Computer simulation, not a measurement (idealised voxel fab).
process module | voxel gate over fins
cross-section cut | 255 nm wide | cells 5 nm
A cross-section is a grid of square cells, given in bands from the top down. A band is one or more rows of cells.
Each band's line starts with the height of the band's top and of its bottom, in nm. Then come its materials from left to right, each with its width in nm. One material with "throughout" fills the band from edge to edge. "air" is empty space.
Height 0 is the level under which the wafer as received is all one material. The lowest band goes on downwards, as in "0 down".
A width such as "30 to 40" changes by the same amount from each row of cells to the next, from the band's top row to its bottom row.
"no change" after a step means that no cell of the cross-section changed.
closed voids: empty space of 8 cells or more with no open way to the top, each as width x height at its distance from the left edge, in nm
after a step's settings: what the simulator itself notes on the step
overlay nm, on a step with a mask: how far to the right of its planned place the mask lay; to the left if negative
plan
1 op RECEIVE | material Si
2 op CONFORMAL_DEP | material SiN | thk nm 5
3 op MASKED_ETCH | tone cover | mask id FINS | width nm 15 | pitch nm 45 | etch materials SiN | depth nm 5 | overlay nm 0
4 op MASKED_ETCH | tone cover | mask id FINS | width nm 15 | pitch nm 45 | etch materials Si | depth nm 30 | overlay nm 0
5 op OXIDIZE | depth nm 5
6 op FILL_DEP | material SiO2 | thk nm 5
7 op CMP | height nm 5
8 op SELECTIVE_ETCH | etch materials SiO2 | depth nm 15
9 op STRIP | etch materials SiN
10 op CONFORMAL_DEP | material HfO2 | thk nm 5
11 op CONFORMAL_DEP | material TiN | thk nm 5
12 op FILL_DEP | material W | thk nm 15
13 op CMP | height nm 20
14 op CONFORMAL_DEP | material SiN | thk nm 5
as received, after step 1
  0 down: Si throughout
  closed voids: none
first wafer at the end, as planned
  25 to 20: SiN throughout
  20 to 10: W throughout
  10 to 5: W 45 | TiN 25 | W 20 | TiN 25 | W 20 | TiN 25 | W 20 | TiN 25 | W 50
  5 to 0: W 45 | TiN 5 | HfO2 15 | TiN 5 | W 20 | TiN 5 | HfO2 15 | TiN 5 | W 20 | TiN 5 | HfO2 15 | TiN 5 | W 20 | TiN 5 | HfO2 15 | TiN 5 | W 50
  0 to -5: TiN 50 | HfO2 5 | Si 5 | HfO2 5 | TiN 30 | HfO2 5 | Si 5 | HfO2 5 | TiN 30 | HfO2 5 | Si 5 | HfO2 5 | TiN 30 | HfO2 5 | Si 5 | HfO2 5 | TiN 55
  -5 to -10: HfO2 55 | Si 5 | HfO2 40 | Si 5 | HfO2 40 | Si 5 | HfO2 40 | Si 5 | HfO2 60
  -10 to -35: SiO2 55 | Si 5 | SiO2 40 | Si 5 | SiO2 40 | Si 5 | SiO2 40 | Si 5 | SiO2 60
  -35 down: Si throughout
  closed voids: none
second wafer at the end: like start, like plan, one mistake
  25 to 20: SiN throughout
  20 to 10: W throughout
  10 to 5: W 50 | TiN 25 | W 20 | TiN 25 | W 20 | TiN 25 | W 20 | TiN 25 | W 45
  5 to 0: W 45 | TiN 10 | HfO2 15 | TiN 5 | W 15 | TiN 10 | HfO2 15 | TiN 5 | W 15 | TiN 10 | HfO2 15 | TiN 5 | W 15 | TiN 10 | HfO2 15 | TiN 5 | W 45
  0 to -5: TiN 50 | HfO2 10 | Si 5 | HfO2 5 | TiN 25 | HfO2 10 | Si 5 | HfO2 5 | TiN 25 | HfO2 10 | Si 5 | HfO2 5 | TiN 25 | HfO2 10 | Si 5 | HfO2 5 | TiN 50
  -5 to -10: HfO2 55 | Si 10 | HfO2 35 | Si 10 | HfO2 35 | Si 10 | HfO2 35 | Si 10 | HfO2 55
  -10 to -35: SiO2 55 | Si 10 | SiO2 35 | Si 10 | SiO2 35 | Si 10 | SiO2 35 | Si 10 | SiO2 55
  -35 down: Si throughout
  closed voids: none
what went wrong: step 3 ran as: op MASKED_ETCH | tone cover | mask id FINS | width nm 15 | pitch nm 45 | etch materials SiN | depth nm 5 | overlay nm 5
at the end the second wafer has, in cells: 24 more of Si | 20 fewer of SiO2 | 4 fewer of W
